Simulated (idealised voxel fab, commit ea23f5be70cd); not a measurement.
This is a process module. Its name is voxel gate over fins.
The width of the displayed cross-section, cut, is 275 nm; its cells are square, with a size of 5 nm.
Throughout this document, each cross-section is represented as a grid of square cells and is presented as a sequence of bands enumerated from the top downward, where a band comprises one or more rows of cells. Top, bottom (nm), then materials left to right with widths (nm); lone material tagged "everywhere" fills the whole band edge to edge; "air" = empty space. Note: height 0 marks the level under which the wafer is uniformly one material as received. Lowest band unbounded below, written "0 nm and below". Width: "30->40" (first number = top row, second number = bottom row, same change from row to row of cells). The designation "remained the same", where it is given for a processing step, indicates that no cell of the cross-section was altered in the course of that step. You'll see "Closed void table" listing empty spaces that have no way open to the top, as long as they're 8 cells or more; the notation is width x height at distance, where the distance is from the left edge, and all of it is in nm. Anything after a step's settings on that line? It's the simulator's own note about the step. A step line may carry the setting "overlay nm", which, for steps involving a mask, states the distance by which the mask lay to the right of its intended position; negative values denote displacement to the left.
Process steps - plan:
1. RECEIVE (material Si)
2. CONFORMAL_DEP (material SiN; thk nm 10)
3. MASKED_ETCH (tone cover; mask id FINS; width nm 15; pitch nm 40; etch materials SiN; depth nm 10; overlay nm 0)
4. MASKED_ETCH (tone cover; mask id FINS; width nm 15; pitch nm 40; etch materials Si; depth nm 30; overlay nm 0)
5. OXIDIZE (depth nm 5)
6. FILL_DEP (material SiO2; thk nm 10)
7. CMP (height nm 10)
8. SELECTIVE_ETCH (etch materials SiO2; depth nm 25)
9. STRIP (etch materials SiN)
10. CONFORMAL_DEP (material HfO2; thk nm 5)
11. CONFORMAL_DEP (material TiN; thk nm 5)
12. FILL_DEP (material W; thk nm 10)
13. CMP (height nm 15)
14. CONFORMAL_DEP (material SiCN; thk nm 10)
The width nm used in step 3 is not the same on every wafer, whereas the starting condition is; the value printed in the plan is the first wafer's.
The as-received cross-section of the first of several wafers corresponds to the state after step 1:
0 nm and below: Si everywhere
Closed void table: none
The table below has one row for each wafer; a row shows, as of the end of the module, how many cells of each material the wafer has gained, marked (+), or lost, marked (-), since it was received, and then the wafer's closed voids:
width nm 15; +67 HfO2; -371 Si; +110 SiCN; +212 SiO2; +67 TiN; +190 W; Closed void table: none
width nm 20; +67 HfO2; -357 Si; +110 SiCN; +204 SiO2; +67 TiN; +184 W; Closed void table: none
width nm 25; +67 HfO2; -343 Si; +110 SiCN; +196 SiO2; +67 TiN; +178 W; Closed void table: none
